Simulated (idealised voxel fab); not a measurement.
The following process module bears the name voxel tone inversion.
275 nm wide, 5 nm square cells: that's cross-section cut.
Throughout this document, each cross-section is represented as a grid of square cells and is presented as a sequence of bands enumerated from the top downward, where a band comprises one or more rows of cells.
Heights first: top, then bottom, in nm. Then materials, left to right, each with a width in nm. "edge to edge" on a single material: fills the band edge to edge. "empty": empty space.
Beneath 0, the wafer as received is one material, and that level is where height counting begins. The lowest band goes on downward without a bottom; it is written like "0 -> down".
The notation "30->40" denotes a width that varies across the rows of cells in the band, beginning at the first number in the top row, finishing at the second number in the bottom row, and changing by an identical amount from each row to the next.
Step note "left unchanged" = no cross-section cell changed.
If an empty space has no open way to the top and is at least 8 cells in size, "Sealed-off cavities" lists it, written width x height at distance, where distance is measured from the left edge and every value is in nm.
Step line, after settings: the simulator's comment on this step.
overlay nm: mask offset rightward from planned place, masked step; negative means leftward offset.

### These are the steps we planned for the process
- 1: RECEIVE,material Si
- 2: CONFORMAL_DEP,material SiN,thk nm 10
- 3: DIRECTIONAL_DEP,material polySi,thk nm 20
- 4: PATTERN,tone cover,mask id POSTS,material resist,width nm 25,pitch nm 40,thk nm 30,overlay nm 0
- 5: DIRECTIONAL_ETCH,etch materials polySi,depth nm 20
- 6: STRIP,etch materials resist
- 7: FILL_DEP,material lowk,thk nm 5
- 8: CMP,height nm 30
- 9: STRIP,etch materials polySi

### Here's what the wafer looked like in cross-section when it arrived - that's after step 1
    0 -> down: Si edge to edge
    Sealed-off cavities: none

### Starting wafer: above. Plan: above. Run: one mistake. Cross-section after the module: below
    20 -> 10: lowk 85 nm | empty 25 nm | lowk 15 nm | empty 25 nm | lowk 15 nm | empty 25 nm | lowk 85 nm
    10 -> 0: SiN edge to edge
    0 -> down: Si edge to edge
    Sealed-off cavities: none
Plan not followed: step 8 was processed under conditions differing from the plan, specifically as CMP,height nm 20
